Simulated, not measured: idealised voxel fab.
This section sets out a process module, namely voxel lift off.
Pictured: cross-section cut, 285 nm wide, on a grid of 5 nm square cells.
Square cells in a grid make up a cross-section in this document, and the grid is given as bands, listed from the top down, each one or more rows of cells.
Band: top height; bottom height; in nm. Then, left to right: material with width in nm, for each material. "all across": a single material spanning edge to edge. "blank": empty space.
A quick word on heights: they are counted from 0, and under that level the wafer as it came to us is one material throughout. The lowest band is different from the rest in having no bottom; it simply continues downward, written as in "0 down".
Think of "30..40" as a width that walks from the first number to the second as you go down the band, top row to bottom row, taking equal-sized steps from row to row.
"no modification" means the step left every cell of the cross-section as it was.
Enclosed voids (no open way to top), threshold 8 cells or more, entry "Voids lacking openings", notation width x height at distance, distance from left edge, nm.
The remark found on a step's line after its settings is issued by the simulator itself and pertains to that step.
overlay nm, on a step with a mask: how far to the right of its planned place the mask lay; to the left if negative

**These are the steps we planned for the process**
1,RECEIVE,material Si
2,CONFORMAL_DEP,material Al2O3,thk nm 15
3,PATTERN,tone open,mask id LINES,material resist,width nm 25,pitch nm 40,thk nm 20,overlay nm 0
4,DIRECTIONAL_DEP,material Ru,thk nm 5
5,STRIP,etch materials resist
6,CONFORMAL_DEP,material SiO2,thk nm 10

**Account of the first of two wafers, which was processed as intended**

**As-received wafer cross-section (after step 1)**
    0 down | Si all across
    Voids lacking openings: none

**Wafer section view after processing step 2**
    15 to 0 | Al2O3 all across
    At heights below 0, the structure remains unaltered.

**Wafer section view after processing step 3**
    35 to 15 | resist 110 / blank 25 / resist 15 / blank 25 / resist 110
    At heights below 15, the structure remains unaltered.

**Wafer section view after processing step 4**
    40 to 35 | Ru 110 / blank 25 / Ru 15 / blank 25 / Ru 110
    35 to 20 | resist 110 / blank 25 / resist 15 / blank 25 / resist 110
    20 to 15 | resist 110 / Ru 25 / resist 15 / Ru 25 / resist 110
    At heights below 15, the structure remains unaltered.

**Wafer section view after processing step 5**
    20 to 15 | blank 110 / Ru 25 / blank 15 / Ru 25 / blank 110
    At heights below 15, the structure remains unaltered.

**Wafer section view after processing step 6**
    30 to 25 | blank 100 / SiO2 85 / blank 100
    25 to 20 | SiO2 all across
    20 to 15 | SiO2 110 / Ru 25 / SiO2 15 / Ru 25 / SiO2 110
    At heights below 15, the structure remains unaltered.

**The remaining wafer, second of the two, started like the first and was run to the same plan, except that one mistake was made along the way; the two coincide through step 5, inclusive**

Look at the second wafer in cross-section at the time step 6 ought to have finished: no modification
Nonconformance to the process plan: the run left out plan step 6 entirely, so it was never executed
Count the cells at the end and the second wafer has more or fewer of some materials than the first: 121 fewer of SiO2
